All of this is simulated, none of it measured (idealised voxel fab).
Title: Process Module voxel air gaps
For reference, the cross-section in this document is cut, with width 270 nm and square cells of 5 nm.
Each cross-section below is a grid of square cells, stated as bands in top-down order, with one or more rows of cells making up each band. Per band: top height and bottom height in nm, followed by the left-to-right materials and their widths in nm; "edge to edge" marks a single material spanning edge to edge, "empty" marks empty space. Heights from 0 (as-received wafer is one material below). Bottom band endless downward, as "0 and below". Quick explanation for "30->40": the width changes in equal steps down the rows of cells, from the first number in the band's top row to the second number in its bottom row. Reading "no modifications" for a step: not a cell of the cross-section changed in it. "Closed void register": sealed empty spaces, 8 cells or more, no open way to top, listed width x height at distance, with distance from the left edge and width, height and distance in nm. Formally, on a step line, whatever follows the settings is a remark that the simulator itself makes on the step. What "overlay nm" on a step's line means: if the step has a mask, that mask lay this far to the right of its planned place, or, when the value is negative, to the left.

## The steps planned for the process are as follows
1. RECEIVE [material Si]
2. CONFORMAL_DEP [material SiO2] [thk nm 15]
3. CONFORMAL_DEP [material SiN] [thk nm 5]
4. DIRECTIONAL_DEP [material lowk] [thk nm 30]
5. PATTERN [tone open] [mask id LINES] [material resist] [width nm 25] [pitch nm 50] [thk nm 15] [overlay nm 0]
6. DIRECTIONAL_ETCH [etch materials lowk] [depth nm 30]
7. STRIP [etch materials resist]
8. CONFORMAL_DEP [material TiN] [thk nm 5]
9. FILL_DEP [material Cu] [thk nm 10]
10. CMP [height nm 50]
11. EPI [material Ru] [thk nm 10]
12. SELECTIVE_ETCH [etch materials lowk] [depth nm 40]
13. CONFORMAL_DEP [material SiCN] [thk nm 5]

## First of the two wafers, run per plan

## Cross-sectional view of the wafer in its as-received condition, corresponding to the state after step 1
    0 and below = Si edge to edge
    Closed void register: none

## Cross-sectional representation of the wafer at the conclusion of step 2
    15 down to 0 = SiO2 edge to edge
    Everything below 0 is unchanged.

## Cross-sectional representation of the wafer at the conclusion of step 3
    20 down to 15 = SiN edge to edge
    Everything below 15 is unchanged.

## Cross-sectional representation of the wafer at the conclusion of step 4
    50 down to 20 = lowk edge to edge
    Everything below 20 is unchanged.

## Cross-sectional representation of the wafer at the conclusion of step 5
    65 down to 50 = resist (45), then empty (25), then resist (25), then empty (25), then resist (25), then empty (25), then resist (25), then empty (25), then resist (50)
    Everything below 50 is unchanged.

## Cross-sectional representation of the wafer at the conclusion of step 6
    65 down to 50 = resist (45), then empty (25), then resist (25), then empty (25), then resist (25), then empty (25), then resist (25), then empty (25), then resist (50)
    50 down to 20 = lowk (45), then empty (25), then lowk (25), then empty (25), then lowk (25), then empty (25), then lowk (25), then empty (25), then lowk (50)
    Everything below 20 is unchanged.

## Cross-sectional representation of the wafer at the conclusion of step 7
    50 down to 20 = lowk (45), then empty (25), then lowk (25), then empty (25), then lowk (25), then empty (25), then lowk (25), then empty (25), then lowk (50)
    Everything below 20 is unchanged.

## Cross-sectional representation of the wafer at the conclusion of step 8
    55 down to 50 = TiN (50), then empty (15), then TiN (35), then empty (15), then TiN (35), then empty (15), then TiN (35), then empty (15), then TiN (55)
    50 down to 25 = lowk (45), then TiN (5), then empty (15), then TiN (5), then lowk (25), then TiN (5), then empty (15), then TiN (5), then lowk (25), then TiN (5), then empty (15), then TiN (5), then lowk (25), then TiN (5), then empty (15), then TiN (5), then lowk (50)
    25 down to 20 = lowk (45), then TiN (25), then lowk (25), then TiN (25), then lowk (25), then TiN (25), then lowk (25), then TiN (25), then lowk (50)
    Everything below 20 is unchanged.

## Cross-sectional representation of the wafer at the conclusion of step 9
    65 down to 55 = Cu edge to edge
    55 down to 50 = TiN (50), then Cu (15), then TiN (35), then Cu (15), then TiN (35), then Cu (15), then TiN (35), then Cu (15), then TiN (55)
    50 down to 25 = lowk (45), then TiN (5), then Cu (15), then TiN (5), then lowk (25), then TiN (5), then Cu (15), then TiN (5), then lowk (25), then TiN (5), then Cu (15), then TiN (5), then lowk (25), then TiN (5), then Cu (15), then TiN (5), then lowk (50)
    Everything below 25 is unchanged.

## Cross-sectional representation of the wafer at the conclusion of step 10
    50 down to 25 = lowk (45), then TiN (5), then Cu (15), then TiN (5), then lowk (25), then TiN (5), then Cu (15), then TiN (5), then lowk (25), then TiN (5), then Cu (15), then TiN (5), then lowk (25), then TiN (5), then Cu (15), then TiN (5), then lowk (50)
    Everything below 25 is unchanged.

## Cross-sectional representation of the wafer at the conclusion of step 11
    60 down to 50 = empty (35), then Ru (45), then empty (5), then Ru (45), then empty (5), then Ru (45), then empty (5), then Ru (45), then empty (40)
    Everything below 50 is unchanged.

## Cross-sectional representation of the wafer at the conclusion of step 12
    60 down to 50 = empty (35), then Ru (45), then empty (5), then Ru (45), then empty (5), then Ru (45), then empty (5), then Ru (45), then empty (40)
    50 down to 25 = empty (45), then TiN (5), then Cu (15), then TiN (5), then empty (25), then TiN (5), then Cu (15), then TiN (5), then empty (25), then TiN (5), then Cu (15), then TiN (5), then empty (25), then TiN (5), then Cu (15), then TiN (5), then empty (50)
    25 down to 20 = empty (45), then TiN (25), then empty (25), then TiN (25), then empty (25), then TiN (25), then empty (25), then TiN (25), then empty (50)
    Everything below 20 is unchanged.

## Cross-sectional representation of the wafer at the conclusion of step 13
    65 down to 60 = empty (30), then SiCN (205), then empty (35)
    60 down to 50 = empty (30), then SiCN (5), then Ru (45), then SiCN (5), then Ru (45), then SiCN (5), then Ru (45), then SiCN (5), then Ru (45), then SiCN (5), then empty (35)
    50 down to 45 = empty (30), then SiCN (15), then TiN (5), then Cu (15), then TiN (5), then SiCN (25), then TiN (5), then Cu (15), then TiN (5), then SiCN (25), then TiN (5), then Cu (15), then TiN (5), then SiCN (25), then TiN (5), then Cu (15), then TiN (5), then SiCN (15), then empty (35)
    45 down to 25 = empty (40), then SiCN (5), then TiN (5), then Cu (15), then TiN (5), then SiCN (5), then empty (15), then SiCN (5), then TiN (5), then Cu (15), then TiN (5), then SiCN (5), then empty (15), then SiCN (5), then TiN (5), then Cu (15), then TiN (5), then SiCN (5), then empty (15), then SiCN (5), then TiN (5), then Cu (15), then TiN (5), then SiCN (5), then empty (45)
    25 down to 20 = SiCN (45), then TiN (25), then SiCN (25), then TiN (25), then SiCN (25), then TiN (25), then SiCN (25), then TiN (25), then SiCN (50)
    Everything below 20 is unchanged.
    Closed void register: 15 x 20 at 75; 15 x 20 at 125; 15 x 20 at 175

## The second wafer was prepared from the same starting point and under the same plan as the first; its processing contained one mistake, and it remains indistinguishable from the first wafer up to and including step 10

## Second wafer, section view, time point: scheduled end of step 11
    50 down to 25 = empty (45), then TiN (5), then Cu (15), then TiN (5), then empty (25), then TiN (5), then Cu (15), then TiN (5), then empty (25), then TiN (5), then Cu (15), then TiN (5), then empty (25), then TiN (5), then Cu (15), then TiN (5), then empty (50)
    25 down to 20 = empty (45), then TiN (25), then empty (25), then TiN (25), then empty (25), then TiN (25), then empty (25), then TiN (25), then empty (50)
    Everything below 20 is unchanged.

## Second wafer, section view, time point: scheduled end of step 12
    60 down to 50 = empty (35), then Ru (45), then empty (5), then Ru (45), then empty (5), then Ru (45), then empty (5), then Ru (45), then empty (40)
    50 down to 25 = empty (35), then Ru (10), then TiN (5), then Cu (15), then TiN (5), then Ru (10), then empty (5), then Ru (10), then TiN (5), then Cu (15), then TiN (5), then Ru (10), then empty (5), then Ru (10), then TiN (5), then Cu (15), then TiN (5), then Ru (10), then empty (5), then Ru (10), then TiN (5), then Cu (15), then TiN (5), then Ru (10), then empty (40)
    25 down to 20 = empty (35), then Ru (10), then TiN (25), then Ru (10), then empty (5), then Ru (10), then TiN (25), then Ru (10), then empty (5), then Ru (10), then TiN (25), then Ru (10), then empty (5), then Ru (10), then TiN (25), then Ru (10), then empty (40)
    Everything below 20 is unchanged.

## Second wafer, section view, time point: scheduled end of step 13
    65 down to 60 = empty (30), then SiCN (205), then empty (35)
    60 down to 50 = empty (30), then SiCN (5), then Ru (45), then SiCN (5), then Ru (45), then SiCN (5), then Ru (45), then SiCN (5), then Ru (45), then SiCN (5), then empty (35)
    50 down to 25 = empty (30), then SiCN (5), then Ru (10), then TiN (5), then Cu (15), then TiN (5), then Ru (10), then SiCN (5), then Ru (10), then TiN (5), then Cu (15), then TiN (5), then Ru (10), then SiCN (5), then Ru (10), then TiN (5), then Cu (15), then TiN (5), then Ru (10), then SiCN (5), then Ru (10), then TiN (5), then Cu (15), then TiN (5), then Ru (10), then SiCN (5), then empty (35)
    25 down to 20 = SiCN (35), then Ru (10), then TiN (25), then Ru (10), then SiCN (5), then Ru (10), then TiN (25), then Ru (10), then SiCN (5), then Ru (10), then TiN (25), then Ru (10), then SiCN (5), then Ru (10), then TiN (25), then Ru (10), then SiCN (40)
    Everything below 20 is unchanged.
The plan and the run diverged here: the run placed steps 11 and 12 each in the position the plan gave to the other
at the end the second wafer has, in cells: Ru +96 | SiCN -44
The second wafer ends with 0 closed voids, and the first wafer ends with 3.
